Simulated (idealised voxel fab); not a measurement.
Process module, titled voxel gate over fins
Section cut is 290 nm wide and gridded with 5 nm square cells.
In what follows, cross-sections appear as grids of square cells, described through bands that run from the top down, where every band is one or more rows of cells. Within each band entry, the heights of the top and of the bottom of the band appear first, in that order and in nm; the materials of the band then follow from left to right, each with its corresponding width in nm. The designation "edge to edge" on a single material indicates that it fills the band from edge to edge; the designation "blank" indicates empty space. We count height from 0. Below that, the starting wafer is all one material. The lowest band never ends at the bottom but goes on down; see "0..down" for how that is written. Read "30..40" as a graded width: first number on top, second number at the bottom, same change between each pair of neighbouring rows. Basically "nothing changed" means that step didn't change any cell in the cross-section. If an empty space has no open way to the top and is at least 8 cells in size, "Catalogued sealed voids" lists it, written width x height at distance, where distance is measured from the left edge and every value is in nm. If you see something after the settings on a step's line, that's the simulator's own remark about that step. Each step line may optionally specify "overlay nm", which for a step with a mask gives the rightward distance between the mask's planned place and where it lay, a negative value indicating the leftward direction. Each pair of cross-sections that follows straddles one process step: the one shows the state before the step, the other the state after it, down to the lowest band that changed and no further. The step in question, and its settings, are given under the pair. Note that a pair is not necessarily a continuation of the pair above it, since pairs can come from different runs of this module on the same starting wafer; it is a continuation only where its entry headed "Pre-step section" says so.
Pre-step section
0..down: Si edge to edge
Catalogued sealed voids: none
Resultant Cross-Section
10..0: SiN edge to edge
Whatever lies below 0 is exactly as it was before.
Catalogued sealed voids: none
Step, pre vs post cross-sections above: CONFORMAL_DEP (material SiN; thk nm 10)
Pre-step section: nothing new to draw here, it's the after view of the pair just above.
Resultant Cross-Section
20..10: aC edge to edge
Whatever lies below 10 is exactly as it was before.
Catalogued sealed voids: none
Step, pre vs post cross-sections above: DIRECTIONAL_DEP (material aC; thk nm 10)
Pre-step section: nothing new to draw here, it's the after view of the pair just above.
Resultant Cross-Section
50..20: blank: 90, resist: 15, blank: 30, resist: 15, blank: 30, resist: 15, blank: 95
Whatever lies below 20 is exactly as it was before.
Catalogued sealed voids: none
Step, pre vs post cross-sections above: PATTERN (tone cover; mask id FINS; material resist; width nm 15; pitch nm 45; thk nm 30; overlay nm 0)
Pre-step section: nothing new to draw here, it's the after view of the pair just above.
Resultant Cross-Section
40..20: blank: 90, resist: 15, blank: 30, resist: 15, blank: 30, resist: 15, blank: 95
20..10: blank: 90, aC: 15, blank: 30, aC: 15, blank: 30, aC: 15, blank: 95
Whatever lies below 10 is exactly as it was before.
Catalogued sealed voids: none
Step, pre vs post cross-sections above: DIRECTIONAL_ETCH (etch materials aC; depth nm 10)
Pre-step section: nothing new to draw here, it's the after view of the pair just above.
Resultant Cross-Section
20..10: blank: 90, aC: 15, blank: 30, aC: 15, blank: 30, aC: 15, blank: 95
Whatever lies below 10 is exactly as it was before.
Catalogued sealed voids: none
Step, pre vs post cross-sections above: STRIP (etch materials resist)
Pre-step section: nothing new to draw here, it's the after view of the pair just above.
Resultant Cross-Section
20..10: blank: 90, aC: 15, blank: 30, aC: 15, blank: 30, aC: 15, blank: 95
10..0: blank: 90, SiN: 15, blank: 30, SiN: 15, blank: 30, SiN: 15, blank: 95
Whatever lies below 0 is exactly as it was before.
Catalogued sealed voids: none
Step, pre vs post cross-sections above: DIRECTIONAL_ETCH (etch materials SiN; depth nm 10)
Pre-step section: nothing new to draw here, it's the after view of the pair just above.
Resultant Cross-Section
20..10: blank: 90, aC: 15, blank: 30, aC: 15, blank: 30, aC: 15, blank: 95
10..0: blank: 90, SiN: 15, blank: 30, SiN: 15, blank: 30, SiN: 15, blank: 95
0..-40: blank: 90, Si: 15, blank: 30, Si: 15, blank: 30, Si: 15, blank: 95
Whatever lies below -40 is exactly as it was before.
Catalogued sealed voids: none
Step, pre vs post cross-sections above: DIRECTIONAL_ETCH (etch materials Si; depth nm 40)
Pre-step section: nothing new to draw here, it's the after view of the pair just above.
Resultant Cross-Section
10..0: blank: 90, SiN: 15, blank: 30, SiN: 15, blank: 30, SiN: 15, blank: 95
Whatever lies below 0 is exactly as it was before.
Catalogued sealed voids: none
Step, pre vs post cross-sections above: STRIP (etch materials aC)
Pre-step section: nothing new to draw here, it's the after view of the pair just above.
Resultant Cross-Section
10..0: blank: 90, SiN: 15, blank: 30, SiN: 15, blank: 30, SiN: 15, blank: 95
0..-40: blank: 90, SiO2: 5, Si: 5, SiO2: 5, blank: 30, SiO2: 5, Si: 5, SiO2: 5, blank: 30, SiO2: 5, Si: 5, SiO2: 5, blank: 95
-40..-45: SiO2: 95, Si: 5, SiO2: 40, Si: 5, SiO2: 40, Si: 5, SiO2: 100
Whatever lies below -45 is exactly as it was before.
Catalogued sealed voids: none
Step, pre vs post cross-sections above: OXIDIZE (depth nm 5)
Pre-step section: nothing new to draw here, it's the after view of the pair just above.
Resultant Cross-Section
15..10: SiO2 edge to edge
10..0: SiO2: 90, SiN: 15, SiO2: 30, SiN: 15, SiO2: 30, SiN: 15, SiO2: 95
0..-45: SiO2: 95, Si: 5, SiO2: 40, Si: 5, SiO2: 40, Si: 5, SiO2: 100
Whatever lies below -45 is exactly as it was before.
Catalogued sealed voids: none
Step, pre vs post cross-sections above: FILL_DEP (material SiO2; thk nm 5)
Pre-step section: nothing new to draw here, it's the after view of the pair just above.
Resultant Cross-Section
10..0: SiO2: 90, SiN: 15, SiO2: 30, SiN: 15, SiO2: 30, SiN: 15, SiO2: 95
Whatever lies below 0 is exactly as it was before.
Catalogued sealed voids: none
Step, pre vs post cross-sections above: CMP (height nm 10)
Pre-step section: nothing new to draw here, it's the after view of the pair just above.
Resultant Cross-Section
10..0: blank: 90, SiN: 15, blank: 30, SiN: 15, blank: 30, SiN: 15, blank: 95
0..-15: blank: 95, Si: 5, blank: 40, Si: 5, blank: 40, Si: 5, blank: 100
Whatever lies below -15 is exactly as it was before.
Catalogued sealed voids: none
Step, pre vs post cross-sections above: SELECTIVE_ETCH (etch materials SiO2; depth nm 25)
Pre-step section: nothing new to draw here, it's the after view of the pair just above.
Resultant Cross-Section
0..-15: blank: 95, Si: 5, blank: 40, Si: 5, blank: 40, Si: 5, blank: 100
Whatever lies below -15 is exactly as it was before.
Catalogued sealed voids: none
Step, pre vs post cross-sections above: STRIP (etch materials SiN)
Pre-step section: nothing new to draw here, it's the after view of the pair just above.
Resultant Cross-Section
5..0: blank: 90, HfO2: 15, blank: 30, HfO2: 15, blank: 30, HfO2: 15, blank: 95
0..-10: blank: 90, HfO2: 5, Si: 5, HfO2: 5, blank: 30, HfO2: 5, Si: 5, HfO2: 5, blank: 30, HfO2: 5, Si: 5, HfO2: 5, blank: 95
-10..-15: HfO2: 95, Si: 5, HfO2: 40, Si: 5, HfO2: 40, Si: 5, HfO2: 100
Whatever lies below -15 is exactly as it was before.
Catalogued sealed voids: none
Step, pre vs post cross-sections above: CONFORMAL_DEP (material HfO2; thk nm 5)
Pre-step section: nothing new to draw here, it's the after view of the pair just above.
Resultant Cross-Section
10..5: blank: 85, TiN: 25, blank: 20, TiN: 25, blank: 20, TiN: 25, blank: 90
5..0: blank: 85, TiN: 5, HfO2: 15, TiN: 5, blank: 20, TiN: 5, HfO2: 15, TiN: 5, blank: 20, TiN: 5, HfO2: 15, TiN: 5, blank: 90
0..-5: blank: 85, TiN: 5, HfO2: 5, Si: 5, HfO2: 5, TiN: 5, blank: 20, TiN: 5, HfO2: 5, Si: 5, HfO2: 5, TiN: 5, blank: 20, TiN: 5, HfO2: 5, Si: 5, HfO2: 5, TiN: 5, blank: 90
-5..-10: TiN: 90, HfO2: 5, Si: 5, HfO2: 5, TiN: 30, HfO2: 5, Si: 5, HfO2: 5, TiN: 30, HfO2: 5, Si: 5, HfO2: 5, TiN: 95
Whatever lies below -10 is exactly as it was before.
Catalogued sealed voids: none
Step, pre vs post cross-sections above: CONFORMAL_DEP (material TiN; thk nm 5)
Pre-step section: nothing new to draw here, it's the after view of the pair just above.
Resultant Cross-Section
15..10: blank: 80, TiAl: 35, blank: 10, TiAl: 35, blank: 10, TiAl: 35, blank: 85
10..5: blank: 80, TiAl: 5, TiN: 25, TiAl: 5, blank: 10, TiAl: 5, TiN: 25, TiAl: 5, blank: 10, TiAl: 5, TiN: 25, TiAl: 5, blank: 85
5..0: blank: 80, TiAl: 5, TiN: 5, HfO2: 15, TiN: 5, TiAl: 5, blank: 10, TiAl: 5, TiN: 5, HfO2: 15, TiN: 5, TiAl: 5, blank: 10, TiAl: 5, TiN: 5, HfO2: 15, TiN: 5, TiAl: 5, blank: 85
0..-5: TiAl: 85, TiN: 5, HfO2: 5, Si: 5, HfO2: 5, TiN: 5, TiAl: 20, TiN: 5, HfO2: 5, Si: 5, HfO2: 5, TiN: 5, TiAl: 20, TiN: 5, HfO2: 5, Si: 5, HfO2: 5, TiN: 5, TiAl: 90
Whatever lies below -5 is exactly as it was before.
Catalogued sealed voids: none
Step, pre vs post cross-sections above: CONFORMAL_DEP (material TiAl; thk nm 5)
Pre-step section: nothing new to draw here, it's the after view of the pair just above.
Resultant Cross-Section
20..15: blank: 75, TiN: 135, blank: 80
15..10: blank: 75, TiN: 5, TiAl: 35, TiN: 10, TiAl: 35, TiN: 10, TiAl: 35, TiN: 5, blank: 80
10..5: blank: 75, TiN: 5, TiAl: 5, TiN: 25, TiAl: 5, TiN: 10, TiAl: 5, TiN: 25, TiAl: 5, TiN: 10, TiAl: 5, TiN: 25, TiAl: 5, TiN: 5, blank: 80
5..0: TiN: 80, TiAl: 5, TiN: 5, HfO2: 15, TiN: 5, TiAl: 5, TiN: 10, TiAl: 5, TiN: 5, HfO2: 15, TiN: 5, TiAl: 5, TiN: 10, TiAl: 5, TiN: 5, HfO2: 15, TiN: 5, TiAl: 5, TiN: 85
Whatever lies below 0 is exactly as it was before.
Catalogued sealed voids: none
Step, pre vs post cross-sections above: CONFORMAL_DEP (material TiN; thk nm 5)
Pre-step section: nothing new to draw here, it's the after view of the pair just above.
Resultant Cross-Section
30..20: W edge to edge
20..15: W: 75, TiN: 135, W: 80
15..10: W: 75, TiN: 5, TiAl: 35, TiN: 10, TiAl: 35, TiN: 10, TiAl: 35, TiN: 5, W: 80
10..5: W: 75, TiN: 5, TiAl: 5, TiN: 25, TiAl: 5, TiN: 10, TiAl: 5, TiN: 25, TiAl: 5, TiN: 10, TiAl: 5, TiN: 25, TiAl: 5, TiN: 5, W: 80
Whatever lies below 5 is exactly as it was before.
Catalogued sealed voids: none
Step, pre vs post cross-sections above: FILL_DEP (material W; thk nm 10)
Pre-step section: nothing new to draw here, it's the after view of the pair just above.
Resultant Cross-Section
25..20: W edge to edge
Whatever lies below 20 is exactly as it was before.
Catalogued sealed voids: none
Step, pre vs post cross-sections above: CMP (height nm 25)
Pre-step section: nothing new to draw here, it's the after view of the pair just above.
Resultant Cross-Section
30..25: SiN edge to edge
Whatever lies below 25 is exactly as it was before.
Catalogued sealed voids: none
Step, pre vs post cross-sections above: CONFORMAL_DEP (material SiN; thk nm 5)
Pre-step section
0..-15: blank: 95, Si: 5, blank: 40, Si: 5, blank: 40, Si: 5, blank: 100
-15..-45: SiO2: 95, Si: 5, SiO2: 40, Si: 5, SiO2: 40, Si: 5, SiO2: 100
-45..down: Si edge to edge
Catalogued sealed voids: none
Resultant Cross-Section
5..0: blank: 90, TiN: 15, blank: 30, TiN: 15, blank: 30, TiN: 15, blank: 95
0..-10: blank: 90, TiN: 5, Si: 5, TiN: 5, blank: 30, TiN: 5, Si: 5, TiN: 5, blank: 30, TiN: 5, Si: 5, TiN: 5, blank: 95
-10..-15: TiN: 95, Si: 5, TiN: 40, Si: 5, TiN: 40, Si: 5, TiN: 100
Whatever lies below -15 is exactly as it was before.
Catalogued sealed voids: none
Step, pre vs post cross-sections above: CONFORMAL_DEP (material TiN; thk nm 5)
Pre-step section: nothing new to draw here, it's the after view of the pair just above.
Resultant Cross-Section
10..5: blank: 85, TiAl: 25, blank: 20, TiAl: 25, blank: 20, TiAl: 25, blank: 90
5..0: blank: 85, TiAl: 5, TiN: 15, TiAl: 5, blank: 20, TiAl: 5, TiN: 15, TiAl: 5, blank: 20, TiAl: 5, TiN: 15, TiAl: 5, blank: 90
0..-5: blank: 85, TiAl: 5, TiN: 5, Si: 5, TiN: 5, TiAl: 5, blank: 20, TiAl: 5, TiN: 5, Si: 5, TiN: 5, TiAl: 5, blank: 20, TiAl: 5, TiN: 5, Si: 5, TiN: 5, TiAl: 5, blank: 90
-5..-10: TiAl: 90, TiN: 5, Si: 5, TiN: 5, TiAl: 30, TiN: 5, Si: 5, TiN: 5, TiAl: 30, TiN: 5, Si: 5, TiN: 5, TiAl: 95
Whatever lies below -10 is exactly as it was before.
Catalogued sealed voids: none
Step, pre vs post cross-sections above: CONFORMAL_DEP (material TiAl; thk nm 5)
Pre-step section: nothing new to draw here, it's the after view of the pair just above.
Resultant Cross-Section
15..10: blank: 80, TiN: 35, blank: 10, TiN: 35, blank: 10, TiN: 35, blank: 85
10..5: blank: 80, TiN: 5, TiAl: 25, TiN: 5, blank: 10, TiN: 5, TiAl: 25, TiN: 5, blank: 10, TiN: 5, TiAl: 25, TiN: 5, blank: 85
5..0: blank: 80, TiN: 5, TiAl: 5, TiN: 15, TiAl: 5, TiN: 5, blank: 10, TiN: 5, TiAl: 5, TiN: 15, TiAl: 5, TiN: 5, blank: 10, TiN: 5, TiAl: 5, TiN: 15, TiAl: 5, TiN: 5, blank: 85
0..-5: TiN: 85, TiAl: 5, TiN: 5, Si: 5, TiN: 5, TiAl: 5, TiN: 20, TiAl: 5, TiN: 5, Si: 5, TiN: 5, TiAl: 5, TiN: 20, TiAl: 5, TiN: 5, Si: 5, TiN: 5, TiAl: 5, TiN: 90
Whatever lies below -5 is exactly as it was before.
Catalogued sealed voids: none
Step, pre vs post cross-sections above: CONFORMAL_DEP (material TiN; thk nm 5)
Pre-step section: nothing new to draw here, it's the after view of the pair just above.
Resultant Cross-Section
25..15: W edge to edge
15..10: W: 80, TiN: 35, W: 10, TiN: 35, W: 10, TiN: 35, W: 85
10..5: W: 80, TiN: 5, TiAl: 25, TiN: 5, W: 10, TiN: 5, TiAl: 25, TiN: 5, W: 10, TiN: 5, TiAl: 25, TiN: 5, W: 85
5..0: W: 80, TiN: 5, TiAl: 5, TiN: 15, TiAl: 5, TiN: 5, W: 10, TiN: 5, TiAl: 5, TiN: 15, TiAl: 5, TiN: 5, W: 10, TiN: 5, TiAl: 5, TiN: 15, TiAl: 5, TiN: 5, W: 85
Whatever lies below 0 is exactly as it was before.
Catalogued sealed voids: none
Step, pre vs post cross-sections above: FILL_DEP (material W; thk nm 10)
Pre-step section: nothing new to draw here, it's the after view of the pair just above.
Resultant Cross-Section
30..25: SiN edge to edge
Whatever lies below 25 is exactly as it was before.
Catalogued sealed voids: none
Step, pre vs post cross-sections above: CONFORMAL_DEP (material SiN; thk nm 5)
Pre-step section
10..0: blank: 90, SiN: 15, blank: 30, SiN: 15, blank: 30, SiN: 15, blank: 95
0..-15: blank: 95, Si: 5, blank: 40, Si: 5, blank: 40, Si: 5, blank: 100
-15..-45: SiO2: 95, Si: 5, SiO2: 40, Si: 5, SiO2: 40, Si: 5, SiO2: 100
-45..down: Si edge to edge
Catalogued sealed voids: none
Resultant Cross-Section
10..0: blank: 90, SiN: 15, blank: 30, SiN: 15, blank: 30, SiN: 15, blank: 95
0..-40: blank: 95, Si: 5, blank: 40, Si: 5, blank: 40, Si: 5, blank: 100
Whatever lies below -40 is exactly as it was before.
Catalogued sealed voids: none
Step, pre vs post cross-sections above: SELECTIVE_ETCH (etch materials SiO2; depth nm 25)
Pre-step section: nothing new to draw here, it's the after view of the pair just above.
Resultant Cross-Section
0..-40: blank: 95, Si: 5, blank: 40, Si: 5, blank: 40, Si: 5, blank: 100
Whatever lies below -40 is exactly as it was before.
Catalogued sealed voids: none
Step, pre vs post cross-sections above: STRIP (etch materials SiN)
Pre-step section: nothing new to draw here, it's the after view of the pair just above.
Resultant Cross-Section
5..0: blank: 90, HfO2: 15, blank: 30, HfO2: 15, blank: 30, HfO2: 15, blank: 95
0..-35: blank: 90, HfO2: 5, Si: 5, HfO2: 5, blank: 30, HfO2: 5, Si: 5, HfO2: 5, blank: 30, HfO2: 5, Si: 5, HfO2: 5, blank: 95
-35..-40: HfO2: 95, Si: 5, HfO2: 40, Si: 5, HfO2: 40, Si: 5, HfO2: 100
Whatever lies below -40 is exactly as it was before.
Catalogued sealed voids: none
Step, pre vs post cross-sections above: CONFORMAL_DEP (material HfO2; thk nm 5)
Pre-step section: nothing new to draw here, it's the after view of the pair just above.
Resultant Cross-Section
10..5: blank: 85, TiN: 25, blank: 20, TiN: 25, blank: 20, TiN: 25, blank: 90
5..0: blank: 85, TiN: 5, HfO2: 15, TiN: 5, blank: 20, TiN: 5, HfO2: 15, TiN: 5, blank: 20, TiN: 5, HfO2: 15, TiN: 5, blank: 90
0..-30: blank: 85, TiN: 5, HfO2: 5, Si: 5, HfO2: 5, TiN: 5, blank: 20, TiN: 5, HfO2: 5, Si: 5, HfO2: 5, TiN: 5, blank: 20, TiN: 5, HfO2: 5, Si: 5, HfO2: 5, TiN: 5, blank: 90
-30..-35: TiN: 90, HfO2: 5, Si: 5, HfO2: 5, TiN: 30, HfO2: 5, Si: 5, HfO2: 5, TiN: 30, HfO2: 5, Si: 5, HfO2: 5, TiN: 95
Whatever lies below -35 is exactly as it was before.
Catalogued sealed voids: none
Step, pre vs post cross-sections above: CONFORMAL_DEP (material TiN; thk nm 5)
Pre-step section: nothing new to draw here, it's the after view of the pair just above.
Resultant Cross-Section
15..10: blank: 80, TiAl: 35, blank: 10, TiAl: 35, blank: 10, TiAl: 35, blank: 85
10..5: blank: 80, TiAl: 5, TiN: 25, TiAl: 5, blank: 10, TiAl: 5, TiN: 25, TiAl: 5, blank: 10, TiAl: 5, TiN: 25, TiAl: 5, blank: 85
5..0: blank: 80, TiAl: 5, TiN: 5, HfO2: 15, TiN: 5, TiAl: 5, blank: 10, TiAl: 5, TiN: 5, HfO2: 15, TiN: 5, TiAl: 5, blank: 10, TiAl: 5, TiN: 5, HfO2: 15, TiN: 5, TiAl: 5, blank: 85
0..-25: blank: 80, TiAl: 5, TiN: 5, HfO2: 5, Si: 5, HfO2: 5, TiN: 5, TiAl: 5, blank: 10, TiAl: 5, TiN: 5, HfO2: 5, Si: 5, HfO2: 5, TiN: 5, TiAl: 5, blank: 10, TiAl: 5, TiN: 5, HfO2: 5, Si: 5, HfO2: 5, TiN: 5, TiAl: 5, blank: 85
-25..-30: TiAl: 85, TiN: 5, HfO2: 5, Si: 5, HfO2: 5, TiN: 5, TiAl: 20, TiN: 5, HfO2: 5, Si: 5, HfO2: 5, TiN: 5, TiAl: 20, TiN: 5, HfO2: 5, Si: 5, HfO2: 5, TiN: 5, TiAl: 90
Whatever lies below -30 is exactly as it was before.
Catalogued sealed voids: none
Step, pre vs post cross-sections above: CONFORMAL_DEP (material TiAl; thk nm 5)
Pre-step section: nothing new to draw here, it's the after view of the pair just above.
Resultant Cross-Section
20..15: blank: 75, TiN: 135, blank: 80
15..10: blank: 75, TiN: 5, TiAl: 35, TiN: 10, TiAl: 35, TiN: 10, TiAl: 35, TiN: 5, blank: 80
10..5: blank: 75, TiN: 5, TiAl: 5, TiN: 25, TiAl: 5, TiN: 10, TiAl: 5, TiN: 25, TiAl: 5, TiN: 10, TiAl: 5, TiN: 25, TiAl: 5, TiN: 5, blank: 80
5..0: blank: 75, TiN: 5, TiAl: 5, TiN: 5, HfO2: 15, TiN: 5, TiAl: 5, TiN: 10, TiAl: 5, TiN: 5, HfO2: 15, TiN: 5, TiAl: 5, TiN: 10, TiAl: 5, TiN: 5, HfO2: 15, TiN: 5, TiAl: 5, TiN: 5, blank: 80
0..-20: blank: 75, TiN: 5, TiAl: 5, TiN: 5, HfO2: 5, Si: 5, HfO2: 5, TiN: 5, TiAl: 5, TiN: 10, TiAl: 5, TiN: 5, HfO2: 5, Si: 5, HfO2: 5, TiN: 5, TiAl: 5, TiN: 10, TiAl: 5, TiN: 5, HfO2: 5, Si: 5, HfO2: 5, TiN: 5, TiAl: 5, TiN: 5, blank: 80
-20..-25: TiN: 80, TiAl: 5, TiN: 5, HfO2: 5, Si: 5, HfO2: 5, TiN: 5, TiAl: 5, TiN: 10, TiAl: 5, TiN: 5, HfO2: 5, Si: 5, HfO2: 5, TiN: 5, TiAl: 5, TiN: 10, TiAl: 5, TiN: 5, HfO2: 5, Si: 5, HfO2: 5, TiN: 5, TiAl: 5, TiN: 85
Whatever lies below -25 is exactly as it was before.
Catalogued sealed voids: none
Step, pre vs post cross-sections above: CONFORMAL_DEP (material TiN; thk nm 5)
Pre-step section: nothing new to draw here, it's the after view of the pair just above.
Resultant Cross-Section
30..20: W edge to edge
20..15: W: 75, TiN: 135, W: 80
15..10: W: 75, TiN: 5, TiAl: 35, TiN: 10, TiAl: 35, TiN: 10, TiAl: 35, TiN: 5, W: 80
10..5: W: 75, TiN: 5, TiAl: 5, TiN: 25, TiAl: 5, TiN: 10, TiAl: 5, TiN: 25, TiAl: 5, TiN: 10, TiAl: 5, TiN: 25, TiAl: 5, TiN: 5, W: 80
5..0: W: 75, TiN: 5, TiAl: 5, TiN: 5, HfO2: 15, TiN: 5, TiAl: 5, TiN: 10, TiAl: 5, TiN: 5, HfO2: 15, TiN: 5, TiAl: 5, TiN: 10, TiAl: 5, TiN: 5, HfO2: 15, TiN: 5, TiAl: 5, TiN: 5, W: 80
0..-20: W: 75, TiN: 5, TiAl: 5, TiN: 5, HfO2: 5, Si: 5, HfO2: 5, TiN: 5, TiAl: 5, TiN: 10, TiAl: 5, TiN: 5, HfO2: 5, Si: 5, HfO2: 5, TiN: 5, TiAl: 5, TiN: 10, TiAl: 5, TiN: 5, HfO2: 5, Si: 5, HfO2: 5, TiN: 5, TiAl: 5, TiN: 5, W: 80
Whatever lies below -20 is exactly as it was before.
Catalogued sealed voids: none
Step, pre vs post cross-sections above: FILL_DEP (material W; thk nm 10)
Pre-step section: nothing new to draw here, it's the after view of the pair just above.
Resultant Cross-Section
25..20: W edge to edge
Whatever lies below 20 is exactly as it was before.
Catalogued sealed voids: none
Step, pre vs post cross-sections above: CMP (height nm 25)
Pre-step section: nothing new to draw here, it's the after view of the pair just above.
Resultant Cross-Section
30..25: SiN edge to edge
Whatever lies below 25 is exactly as it was before.
Catalogued sealed voids: none
Step, pre vs post cross-sections above: CONFORMAL_DEP (material SiN; thk nm 5)
Pre-step section
5..0: blank: 90, TiN: 15, blank: 30, TiN: 15, blank: 30, TiN: 15, blank: 95
0..-10: blank: 90, TiN: 5, Si: 5, TiN: 5, blank: 30, TiN: 5, Si: 5, TiN: 5, blank: 30, TiN: 5, Si: 5, TiN: 5, blank: 95
-10..-15: TiN: 95, Si: 5, TiN: 40, Si: 5, TiN: 40, Si: 5, TiN: 100
-15..-45: SiO2: 95, Si: 5, SiO2: 40, Si: 5, SiO2: 40, Si: 5, SiO2: 100
-45..down: Si edge to edge
Catalogued sealed voids: none
Resultant Cross-Section
10..5: blank: 85, HfO2: 25, blank: 20, HfO2: 25, blank: 20, HfO2: 25, blank: 90
5..0: blank: 85, HfO2: 5, TiN: 15, HfO2: 5, blank: 20, HfO2: 5, TiN: 15, HfO2: 5, blank: 20, HfO2: 5, TiN: 15, HfO2: 5, blank: 90
0..-5: blank: 85, HfO2: 5, TiN: 5, Si: 5, TiN: 5, HfO2: 5, blank: 20, HfO2: 5, TiN: 5, Si: 5, TiN: 5, HfO2: 5, blank: 20, HfO2: 5, TiN: 5, Si: 5, TiN: 5, HfO2: 5, blank: 90
-5..-10: HfO2: 90, TiN: 5, Si: 5, TiN: 5, HfO2: 30, TiN: 5, Si: 5, TiN: 5, HfO2: 30, TiN: 5, Si: 5, TiN: 5, HfO2: 95
Whatever lies below -10 is exactly as it was before.
Catalogued sealed voids: none
Step, pre vs post cross-sections above: CONFORMAL_DEP (material HfO2; thk nm 5)
Pre-step section: nothing new to draw here, it's the after view of the pair just above.
Resultant Cross-Section
15..10: blank: 80, TiAl: 35, blank: 10, TiAl: 35, blank: 10, TiAl: 35, blank: 85
10..5: blank: 80, TiAl: 5, HfO2: 25, TiAl: 5, blank: 10, TiAl: 5, HfO2: 25, TiAl: 5, blank: 10, TiAl: 5, HfO2: 25, TiAl: 5, blank: 85
5..0: blank: 80, TiAl: 5, HfO2: 5, TiN: 15, HfO2: 5, TiAl: 5, blank: 10, TiAl: 5, HfO2: 5, TiN: 15, HfO2: 5, TiAl: 5, blank: 10, TiAl: 5, HfO2: 5, TiN: 15, HfO2: 5, TiAl: 5, blank: 85
0..-5: TiAl: 85, HfO2: 5, TiN: 5, Si: 5, TiN: 5, HfO2: 5, TiAl: 20, HfO2: 5, TiN: 5, Si: 5, TiN: 5, HfO2: 5, TiAl: 20, HfO2: 5, TiN: 5, Si: 5, TiN: 5, HfO2: 5, TiAl: 90
Whatever lies below -5 is exactly as it was before.
Catalogued sealed voids: none
Step, pre vs post cross-sections above: CONFORMAL_DEP (material TiAl; thk nm 5)
Pre-step section: nothing new to draw here, it's the after view of the pair just above.
Resultant Cross-Section
20..15: blank: 75, TiN: 135, blank: 80
15..10: blank: 75, TiN: 5, TiAl: 35, TiN: 10, TiAl: 35, TiN: 10, TiAl: 35, TiN: 5, blank: 80
10..5: blank: 75, TiN: 5, TiAl: 5, HfO2: 25, TiAl: 5, TiN: 10, TiAl: 5, HfO2: 25, TiAl: 5, TiN: 10, TiAl: 5, HfO2: 25, TiAl: 5, TiN: 5, blank: 80
5..0: TiN: 80, TiAl: 5, HfO2: 5, TiN: 15, HfO2: 5, TiAl: 5, TiN: 10, TiAl: 5, HfO2: 5, TiN: 15, HfO2: 5, TiAl: 5, TiN: 10, TiAl: 5, HfO2: 5, TiN: 15, HfO2: 5, TiAl: 5, TiN: 85
Whatever lies below 0 is exactly as it was before.
Catalogued sealed voids: none
Step, pre vs post cross-sections above: CONFORMAL_DEP (material TiN; thk nm 5)
Pre-step section: nothing new to draw here, it's the after view of the pair just above.
Resultant Cross-Section
30..20: W edge to edge
20..15: W: 75, TiN: 135, W: 80
15..10: W: 75, TiN: 5, TiAl: 35, TiN: 10, TiAl: 35, TiN: 10, TiAl: 35, TiN: 5, W: 80
10..5: W: 75, TiN: 5, TiAl: 5, HfO2: 25, TiAl: 5, TiN: 10, TiAl: 5, HfO2: 25, TiAl: 5, TiN: 10, TiAl: 5, HfO2: 25, TiAl: 5, TiN: 5, W: 80
Whatever lies below 5 is exactly as it was before.
Catalogued sealed voids: none
Step, pre vs post cross-sections above: FILL_DEP (material W; thk nm 10)
Pre-step section: nothing new to draw here, it's the after view of the pair just above.
Resultant Cross-Section
25..20: W edge to edge
Whatever lies below 20 is exactly as it was before.
Catalogued sealed voids: none
Step, pre vs post cross-sections above: CMP (height nm 25)
Pre-step section: nothing new to draw here, it's the after view of the pair just above.
Resultant Cross-Section
30..25: SiN edge to edge
Whatever lies below 25 is exactly as it was before.
Catalogued sealed voids: none
Step, pre vs post cross-sections above: CONFORMAL_DEP (material SiN; thk nm 5)
Pre-step section
30..20: W edge to edge
20..15: W: 75, TiN: 135, W: 80
15..10: W: 75, TiN: 5, TiAl: 35, TiN: 10, TiAl: 35, TiN: 10, TiAl: 35, TiN: 5, W: 80
10..5: W: 75, TiN: 5, TiAl: 5, TiN: 25, TiAl: 5, TiN: 10, TiAl: 5, TiN: 25, TiAl: 5, TiN: 10, TiAl: 5, TiN: 25, TiAl: 5, TiN: 5, W: 80
5..0: TiN: 80, TiAl: 5, TiN: 5, HfO2: 15, TiN: 5, TiAl: 5, TiN: 10, TiAl: 5, TiN: 5, HfO2: 15, TiN: 5, TiAl: 5, TiN: 10, TiAl: 5, TiN: 5, HfO2: 15, TiN: 5, TiAl: 5, TiN: 85
0..-5: TiAl: 85, TiN: 5, HfO2: 5, Si: 5, HfO2: 5, TiN: 5, TiAl: 20, TiN: 5, HfO2: 5, Si: 5, HfO2: 5, TiN: 5, TiAl: 20, TiN: 5, HfO2: 5, Si: 5, HfO2: 5, TiN: 5, TiAl: 90
-5..-10: TiN: 90, HfO2: 5, Si: 5, HfO2: 5, TiN: 30, HfO2: 5, Si: 5, HfO2: 5, TiN: 30, HfO2: 5, Si: 5, HfO2: 5, TiN: 95
-10..-15: HfO2: 95, Si: 5, HfO2: 40, Si: 5, HfO2: 40, Si: 5, HfO2: 100
-15..-45: SiO2: 95, Si: 5, SiO2: 40, Si: 5, SiO2: 40, Si: 5, SiO2: 100
-45..down: Si edge to edge
Catalogued sealed voids: none
Resultant Cross-Section
15..10: W: 75, TiN: 5, TiAl: 35, TiN: 10, TiAl: 35, TiN: 10, TiAl: 35, TiN: 5, W: 80
Whatever lies below 10 is exactly as it was before.
Catalogued sealed voids: none
Step, pre vs post cross-sections above: CMP (height nm 15)
Pre-step section: nothing new to draw here, it's the after view of the pair just above.
Resultant Cross-Section
20..15: SiN edge to edge
Whatever lies below 15 is exactly as it was before.
Catalogued sealed voids: none
Step, pre vs post cross-sections above: CONFORMAL_DEP (material SiN; thk nm 5)
Pre-step section
20..10: aC edge to edge
10..0: SiN edge to edge
0..down: Si edge to edge
Catalogued sealed voids: none
Resultant Cross-Section
50..20: blank: 90, resist: 20, blank: 25, resist: 20, blank: 25, resist: 20, blank: 90
Whatever lies below 20 is exactly as it was before.
Catalogued sealed voids: none
Step, pre vs post cross-sections above: PATTERN (tone cover; mask id FINS; material resist; width nm 20; pitch nm 45; thk nm 30; overlay nm 0)
Pre-step section: nothing new to draw here, it's the after view of the pair just above.
Resultant Cross-Section
40..20: blank: 90, resist: 20, blank: 25, resist: 20, blank: 25, resist: 20, blank: 90
20..10: blank: 90, aC: 20, blank: 25, aC: 20, blank: 25, aC: 20, blank: 90
Whatever lies below 10 is exactly as it was before.
Catalogued sealed voids: none
Step, pre vs post cross-sections above: DIRECTIONAL_ETCH (etch materials aC; depth nm 10)
Pre-step section: nothing new to draw here, it's the after view of the pair just above.
Resultant Cross-Section
20..10: blank: 90, aC: 20, blank: 25, aC: 20, blank: 25, aC: 20, blank: 90
Whatever lies below 10 is exactly as it was before.
Catalogued sealed voids: none
Step, pre vs post cross-sections above: STRIP (etch materials resist)
